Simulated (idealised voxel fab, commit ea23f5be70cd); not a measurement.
Process module in this document: voxel fin reveal
The cross-section shown here is cut; it is 240 nm wide and divided into square cells measuring 5 nm on a side.
Cross-section layout: square cells on a grid; listed as bands, top to bottom; a band spans one or more cell rows.
Within each band entry, the heights of the top and of the bottom of the band appear first, in that order and in nm; the materials of the band then follow from left to right, each with its corresponding width in nm. The designation "everywhere" on a single material indicates that it fills the band from edge to edge; the designation "air" indicates empty space.
Beneath 0, the wafer as received is one material, and that level is where height counting begins. The lowest band goes on downward without a bottom; it is written like "top 0, no bottom".
So if you see something like "30 to 40" for the width, read it as the top row of the band sitting at the first number and the bottom row at the second, with every row in between moving by the same amount as the last.
Key: "nothing was modified" - step with no changed cell in the cross-section.
The list in "Entrapped void list" covers empty spaces of 8 cells or more that cannot reach the top through any open way, and it gives each as width x height at distance; the distance is from the left edge, and width, height and distance are in nm.
What comes after the settings on a step's line is commentary from the simulator itself on that step.
"overlay nm", when on a step's line for a step with a mask, measures how far to the right of its planned place the mask lay; a negative measure means to the left.

The steps planned for the process are as follows
1) RECEIVE,material Si
2) CONFORMAL_DEP,material SiN,thk nm 5
3) PATTERN,tone cover,mask id FINS,material resist,width nm 15,pitch nm 35,thk nm 15,overlay nm 0
4) DIRECTIONAL_ETCH,etch materials SiN,depth nm 5
5) DIRECTIONAL_ETCH,etch materials Si,depth nm 35
6) STRIP,etch materials resist
7) FILL_DEP,material SiO2,thk nm 15
8) CMP,height nm 5
9) SELECTIVE_ETCH,etch materials SiO2,depth nm 15
10) STRIP,etch materials SiN

Received-state cross-section, reflecting completion of step 1
* top 0, no bottom  Si everywhere
* Entrapped void list: none

Run as planned - first of the two wafers cross-sectioned at the end of the module
* top 0, bottom -10  air=60  Si=15  air=20  Si=15  air=20  Si=15  air=20  Si=15  air=60
* top -10, bottom -35  SiO2=60  Si=15  SiO2=20  Si=15  SiO2=20  Si=15  SiO2=20  Si=15  SiO2=60
* top -35, no bottom  Si everywhere
* Entrapped void list: none

This cross-section belongs to the second wafer of two at the end of the module; the start and the plan were shared with the first, and the run included one mistake
* top 0, bottom -25  air=60  Si=15  air=20  Si=15  air=20  Si=15  air=20  Si=15  air=60
* top -25, bottom -35  SiO2=60  Si=15  SiO2=20  Si=15  SiO2=20  Si=15  SiO2=20  Si=15  SiO2=60
* top -35, no bottom  Si everywhere
* Entrapped void list: none
Diagnosis: heads up, step 9 of the plan got done twice
End check, counted in cells, second wafer has more or fewer of these materials than the first: -108 SiO2
